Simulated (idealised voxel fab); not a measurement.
voxel gate over fins: a process module
The cross-section on display is named cut; it measures 270 nm wide, and its cells are 5 nm squares.
Square cells in a grid make up a cross-section in this document, and the grid is given as bands, listed from the top down, each one or more rows of cells. Each band's line starts with the height of the band's top and of its bottom, in nm. Then come its materials from left to right, each with its width in nm. One material with "all across" fills the band from edge to edge. "air" is empty space. Note: height 0 marks the level under which the wafer is uniformly one material as received. Lowest band unbounded below, written "0 -> down". The notation "30 to 40" denotes a width that varies across the rows of cells in the band, beginning at the first number in the top row, finishing at the second number in the bottom row, and changing by an identical amount from each row to the next. "no change occurred" means the step left every cell of the cross-section as it was. Closed-off voids of 8+ cells (no open route to the top) go in "Enclosed void entries", written width x height at distance from the left edge, in nm. after a step's settings: what the simulator itself notes on the step. What "overlay nm" on a step's line means: if the step has a mask, that mask lay this far to the right of its planned place, or, when the value is negative, to the left.

Here's what the planned process steps look like
1,RECEIVE: material Si
2,CONFORMAL_DEP: material SiN, thk nm 10
3,PATTERN: tone cover, mask id FINS, material resist, width nm 15, pitch nm 40, thk nm 20, overlay nm 0
4,DIRECTIONAL_ETCH: etch materials SiN, depth nm 10
5,DIRECTIONAL_ETCH: etch materials Si, depth nm 35
6,STRIP: etch materials resist
7,FILL_DEP: material SiO2, thk nm 15
8,CMP: height nm 10
9,SELECTIVE_ETCH: etch materials SiO2, depth nm 20
10,STRIP: etch materials SiN
11,CONFORMAL_DEP: material HfO2, thk nm 5
12,CONFORMAL_DEP: material TiN, thk nm 5
13,CONFORMAL_DEP: material TiAl, thk nm 5
14,CONFORMAL_DEP: material TiN, thk nm 5
15,FILL_DEP: material W, thk nm 10
16,CMP: height nm 25
17,CONFORMAL_DEP: material SiCN, thk nm 10

Cross-section, incoming material, after step 1
- 0 -> down: Si all across
- Enclosed void entries: none

First of two wafers: cross-section at end of module, run per plan
- 35 -> 25: SiCN all across
- 25 -> 20: W all across
- 20 -> 15: W: 65, then TiN: 135, then W: 70
- 15 -> 10: W: 65, then TiN: 5, then TiAl: 125, then TiN: 5, then W: 70
- 10 -> 5: TiN: 70, then TiAl: 5, then TiN: 35, then TiAl: 5, then TiN: 35, then TiAl: 5, then TiN: 35, then TiAl: 5, then TiN: 75
- 5 -> 0: TiAl: 75, then TiN: 5, then HfO2: 25, then TiN: 5, then TiAl: 5, then TiN: 5, then HfO2: 25, then TiN: 5, then TiAl: 5, then TiN: 5, then HfO2: 25, then TiN: 5, then TiAl: 80
- 0 -> -5: TiN: 80, then HfO2: 5, then Si: 15, then HfO2: 5, then TiN: 15, then HfO2: 5, then Si: 15, then HfO2: 5, then TiN: 15, then HfO2: 5, then Si: 15, then HfO2: 5, then TiN: 85
- -5 -> -10: HfO2: 85, then Si: 15, then HfO2: 25, then Si: 15, then HfO2: 25, then Si: 15, then HfO2: 90
- -10 -> -35: SiO2: 85, then Si: 15, then SiO2: 25, then Si: 15, then SiO2: 25, then Si: 15, then SiO2: 90
- -35 -> down: Si all across
- Enclosed void entries: none

What the second wafer looks like in cross-section once the module is done. Its start and its plan matched the first wafer's exactly; what differed was one mistake in how it was run
- 35 -> 25: SiCN all across
- 25 -> 20: W all across
- 20 -> 15: W: 65, then TiN: 140, then W: 65
- 15 -> 10: W: 65, then TiN: 5, then TiAl: 130, then TiN: 5, then W: 65
- 10 -> 5: TiN: 70, then TiAl: 5, then TiN: 120, then TiAl: 5, then TiN: 70
- 5 -> 0: TiAl: 75, then TiN: 5, then HfO2: 30, then TiN: 10, then HfO2: 30, then TiN: 10, then HfO2: 30, then TiN: 5, then TiAl: 75
- 0 -> -5: TiN: 80, then HfO2: 5, then Si: 20, then HfO2: 5, then TiN: 10, then HfO2: 5, then Si: 20, then HfO2: 5, then TiN: 10, then HfO2: 5, then Si: 20, then HfO2: 5, then TiN: 80
- -5 -> -10: HfO2: 85, then Si: 20, then HfO2: 20, then Si: 20, then HfO2: 20, then Si: 20, then HfO2: 85
- -10 -> -35: SiO2: 85, then Si: 20, then SiO2: 20, then Si: 20, then SiO2: 20, then Si: 20, then SiO2: 85
- -35 -> down: Si all across
- Enclosed void entries: none
What went wrong in running the wafer? contrary to plan, step 3 was performed as PATTERN: tone cover, mask id FINS, material resist, width nm 20, pitch nm 40, thk nm 20, overlay nm 0
Final wafer comparison in cells, second versus first, more or fewer per material: +21 Si, -15 SiO2, -4 TiAl, -2 W
